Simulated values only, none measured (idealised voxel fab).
This is a process module. Its name is voxel wiring stack.
Cross-sectional view cut (width: 255 nm; square cell size: 5 nm).
A cross-section is written here as square cells arranged in a grid, and it is given in bands from the top down, each band taking up one or more rows of cells.
Quick guide to a band line: top height, bottom height (nm) up front; then every material left to right with its width in nm. Only one material and it's marked "full width"? Then it fills the band edge to edge. And "air" just means empty space.
Height datum 0, below which the as-received substrate wafer is one material. Lowest band open at the bottom, running downward: "from 0 down".
You'd read "30..40" like this: the band's top row of cells is as wide as the first number, its bottom row is as wide as the second, and going down, every row changes width by the same amount as the row before did.
No cell of the cross-section changed in a step that is given as "nothing different".
For the entry "Enclosed internal voids", the listed items are empty spaces with no open way to the top whose size is 8 cells or more; each item follows the pattern width x height at distance, where distance is from the left edge and all three are in nm.
Text after the settings on a step's line: the simulator's own remark on that step.
overlay nm: step with mask; distance mask lay right of planned place; negative value = left of planned place.

The steps planned for the process are as follows:
1. RECEIVE,material Si
2. CONFORMAL_DEP,material SiO2,thk nm 15
3. DIRECTIONAL_DEP,material TiN,thk nm 5
4. DIRECTIONAL_DEP,material W,thk nm 15
5. DIRECTIONAL_DEP,material aC,thk nm 10
6. PATTERN,tone cover,mask id METAL_1,material resist,width nm 30,pitch nm 50,thk nm 25,overlay nm 0
7. DIRECTIONAL_ETCH,etch materials aC,depth nm 10
8. STRIP,etch materials resist
9. DIRECTIONAL_ETCH,etch materials W,depth nm 15
10. DIRECTIONAL_ETCH,etch materials TiN,depth nm 5
11. STRIP,etch materials aC
12. FILL_DEP,material SiO2,thk nm 10
13. CMP,height nm 35
14. CONFORMAL_DEP,material SiCN,thk nm 5
15. DIRECTIONAL_DEP,material lowk,thk nm 10
16. PATTERN,tone open,mask id PLUG_1,material resist,width nm 15,pitch nm 50,thk nm 20,overlay nm 0
17. DIRECTIONAL_ETCH,etch materials lowk,depth nm 10
18. DIRECTIONAL_ETCH,etch materials SiCN,depth nm 5
19. STRIP,etch materials resist
20. CONFORMAL_DEP,material TiN,thk nm 5
21. FILL_DEP,material Ru,thk nm 5
22. CMP,height nm 50
23. DIRECTIONAL_DEP,material TiN,thk nm 5
24. DIRECTIONAL_DEP,material Ru,thk nm 15
25. DIRECTIONAL_DEP,material aC,thk nm 10
26. PATTERN,tone cover,mask id METAL_2,material resist,width nm 30,pitch nm 50,thk nm 25,overlay nm 0
27. DIRECTIONAL_ETCH,etch materials aC,depth nm 10
28. STRIP,etch materials resist
29. DIRECTIONAL_ETCH,etch materials Ru,depth nm 15
30. DIRECTIONAL_ETCH,etch materials TiN,depth nm 5
31. STRIP,etch materials aC
32. CONFORMAL_DEP,material SiCN,thk nm 5
33. FILL_DEP,material lowk,thk nm 10
34. CMP,height nm 70
35. CONFORMAL_DEP,material SiCN,thk nm 5

Cross-section of the incoming wafer, state after step 1:
from 0 down | Si full width
Enclosed internal voids: none

Looking at the first of two wafers in cross-section at end of module - ran to plan:
from 75 to 70 | SiCN full width
from 70 to 55 | lowk 30 / SiCN 5 / Ru 30 / SiCN 5 / lowk 10 / SiCN 5 / Ru 30 / SiCN 5 / lowk 10 / SiCN 5 / Ru 30 / SiCN 5 / lowk 10 / SiCN 5 / Ru 30 / SiCN 5 / lowk 35
from 55 to 50 | SiCN 35 / TiN 30 / SiCN 20 / TiN 30 / SiCN 20 / TiN 30 / SiCN 20 / TiN 30 / SiCN 40
from 50 to 40 | lowk 35 / TiN 5 / Ru 5 / TiN 5 / lowk 35 / TiN 5 / Ru 5 / TiN 5 / lowk 35 / TiN 5 / Ru 5 / TiN 5 / lowk 35 / TiN 5 / Ru 5 / TiN 5 / lowk 55
from 40 to 35 | SiCN 35 / TiN 15 / SiCN 35 / TiN 15 / SiCN 35 / TiN 15 / SiCN 35 / TiN 15 / SiCN 55
from 35 to 20 | SiO2 35 / W 30 / SiO2 20 / W 30 / SiO2 20 / W 30 / SiO2 20 / W 30 / SiO2 40
from 20 to 15 | SiO2 35 / TiN 30 / SiO2 20 / TiN 30 / SiO2 20 / TiN 30 / SiO2 20 / TiN 30 / SiO2 40
from 15 to 0 | SiO2 full width
from 0 down | Si full width
Enclosed internal voids: none

Wafer two, sectioned after the module: the first wafer's start, the first wafer's plan, and one mistake in how it was run:
from 75 to 70 | SiCN full width
from 70 to 55 | lowk 30 / SiCN 5 / Ru 30 / SiCN 5 / lowk 10 / SiCN 5 / Ru 30 / SiCN 5 / lowk 10 / SiCN 5 / Ru 30 / SiCN 5 / lowk 10 / SiCN 5 / Ru 30 / SiCN 5 / lowk 35
from 55 to 50 | SiCN 35 / TiN 30 / SiCN 20 / TiN 30 / SiCN 20 / TiN 30 / SiCN 20 / TiN 30 / SiCN 40
from 50 to 40 | lowk 35 / TiN 5 / Ru 5 / TiN 5 / lowk 35 / TiN 5 / Ru 5 / TiN 5 / lowk 35 / TiN 5 / Ru 5 / TiN 5 / lowk 35 / TiN 5 / Ru 5 / TiN 5 / lowk 55
from 40 to 35 | SiCN 35 / TiN 15 / SiCN 35 / TiN 15 / SiCN 35 / TiN 15 / SiCN 35 / TiN 15 / SiCN 55
from 35 to 30 | SiO2 35 / TiN 30 / SiO2 20 / TiN 30 / SiO2 20 / TiN 30 / SiO2 20 / TiN 30 / SiO2 40
from 30 to 0 | SiO2 full width
from 0 down | Si full width
Enclosed internal voids: none
what went wrong: yeah, plan step 2 got run twice
At the finish, the second wafer shows more or fewer cells for some materials than the first does: SiO2: 72 more | W: 72 fewer
